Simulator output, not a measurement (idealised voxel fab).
The name of this process module is voxel spacer lines.
235 nm wide, 5 nm square cells: that's cross-section cut.
How to read a cross-section here: the picture is a grid of square cells, written as bands going from the top down, and any band can span one or more rows of cells. Band: top height; bottom height; in nm. Then, left to right: material with width in nm, for each material. "edge to edge": a single material spanning edge to edge. "blank": empty space. Height is counted from the level 0, under which the received wafer is composed throughout of one material. The lowest of the bands is not closed at the bottom but continues downward, in the notation "0 down". Top row gets the first number, bottom row gets the second, and each row in between changes by the same step: that is how a band width like "30 to 40" works. Step note "same as before" = no cross-section cell changed. The entry "Voids, sealed" lists the empty spaces that cover at least 8 cells and have no open path to the top. Each is written as width x height at distance, where the distance is measured from the left edge and all three values are in nm. Past the settings on a step's line: simulator remark, on that step. overlay nm: mask right of planned place by this much (step with mask). Neg. = left.

The process steps that were planned are listed below
1: RECEIVE | material Si
2: CONFORMAL_DEP | material Al2O3 | thk nm 5
3: DIRECTIONAL_DEP | material W | thk nm 20
4: DIRECTIONAL_DEP | material polySi | thk nm 30
5: PATTERN | tone cover | mask id MANDREL | material resist | width nm 20 | pitch nm 60 | thk nm 35 | overlay nm 0
6: DIRECTIONAL_ETCH | etch materials polySi | depth nm 30
7: STRIP | etch materials resist
8: CONFORMAL_DEP | material SiO2 | thk nm 10
9: DIRECTIONAL_ETCH | etch materials SiO2 | depth nm 10
10: STRIP | etch materials polySi
11: DIRECTIONAL_ETCH | etch materials W | depth nm 20
12: STRIP | etch materials SiO2
13: FILL_DEP | material SiO2 | thk nm 5
14: CMP | height nm 25

Step 1 complete: cross-section of the wafer as received
  0 down: Si edge to edge
  Voids, sealed: none

End-of-module cross-section of the first of two wafers, processed as planned
  25 to 5: SiO2 (65)  W (10)  SiO2 (20)  W (10)  SiO2 (20)  W (10)  SiO2 (20)  W (10)  SiO2 (70)
  5 to 0: Al2O3 edge to edge
  0 down: Si edge to edge
  Voids, sealed: none

Second wafer cross-section at end of module - shared start and plan with the first, one mistake in the run
  25 to 20: SiO2 edge to edge
  20 to 0: SiO2 (65)  W (10)  SiO2 (20)  W (10)  SiO2 (20)  W (10)  SiO2 (20)  W (10)  SiO2 (70)
  0 down: Si edge to edge
  Voids, sealed: none
What went wrong in running the wafer? yeah, step 2 of the plan got skipped, never ran
Looking at both finished wafers in cells, the second ends up ahead of or behind the first on some materials: Al2O3 -47; SiO2 +47
